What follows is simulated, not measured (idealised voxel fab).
Process module in this document: voxel double patterning
Section cut is 235 nm wide and gridded with 5 nm square cells.
Heads up, the way a cross-section reads in here is a grid of square cells, handed over as bands from the top down, with every band being one or more rows of cells.
A band entry consists of two parts. The first gives the height of the band's top and the height of its bottom, in nm. The rest lists the band's materials from left to right, each with its width in nm. A single material labelled with the word "throughout" fills the band from edge to edge, and the word "empty" marks empty space.
The level at which height equals 0 is the one under which the wafer, as it arrives, is entirely one material. No lower edge exists for the bottom band, which continues downward and is notated as in "from 0 down".
Graded width ("30->40"): value in top row of band = first number; value in bottom row = second number; row-to-row change constant.
"no change occurred", as given for a step, is the statement that not any cell of the cross-section underwent a change during that step.
Empty spaces counting at least 8 cells and having no open way to the top are listed in "Internal closed voids". The notation width x height at distance is used for each, the distance being from the left edge and all three values in nm.
The remark found on a step's line after its settings is issued by the simulator itself and pertains to that step.
overlay nm: on a step with a mask, how far right of its planned place the mask lay; negative means left.
[The following list gives the planned process steps]
step 1: RECEIVE with material Si
step 2: CONFORMAL_DEP with material SiN, thk nm 5
step 3: DIRECTIONAL_DEP with material SiO2, thk nm 15
step 4: DIRECTIONAL_DEP with material SiCN, thk nm 10
step 5: PATTERN with tone open, mask id FIRST, material resist, width nm 15, pitch nm 50, thk nm 15, overlay nm 0
step 6: DIRECTIONAL_ETCH with etch materials SiCN, depth nm 10
step 7: STRIP with etch materials resist
step 8: MASKED_ETCH with tone open, mask id SECOND, width nm 15, etch materials SiCN, depth nm 10, overlay nm 0
step 9: DIRECTIONAL_ETCH with etch materials SiO2, depth nm 15
step 10: STRIP with etch materials SiCN
The wafers in this document start out alike and differ in the width nm applied at step 8; the plan shows the value used for the first wafer.
[This is how the first of several wafers looked in cross-section when it arrived, which is after step 1]
> from 0 down: Si throughout
> Internal closed voids: none
[Cross-sectional representation of the first of several wafers at the end of the module, i.e. after its terminal step, step 10]
> from 20 to 5: SiO2: 85, then empty: 15, then SiO2: 10, then empty: 15, then SiO2: 10, then empty: 15, then SiO2: 85
> from 5 to 0: SiN throughout
> from 0 down: Si throughout
> Internal closed voids: none
[The final wafer, sectioned at module end]
> from 20 to 5: SiO2: 85, then empty: 15, then SiO2: 5, then empty: 45, then SiO2: 85
> from 5 to 0: SiN throughout
> from 0 down: Si throughout
> Internal closed voids: none
[Below is a per-wafer table. In it, each row describes the wafer at the end of the module by giving, for each material, the number of cells gained (+) or lost (-) since the wafer was received, and after that the closed voids of the wafer]
width nm 15; +47 SiN; +114 SiO2; Internal closed voids: none
width nm 20; +47 SiN; +111 SiO2; Internal closed voids: none
width nm 25; +47 SiN; +108 SiO2; Internal closed voids: none
width nm 30; +47 SiN; +105 SiO2; Internal closed voids: none
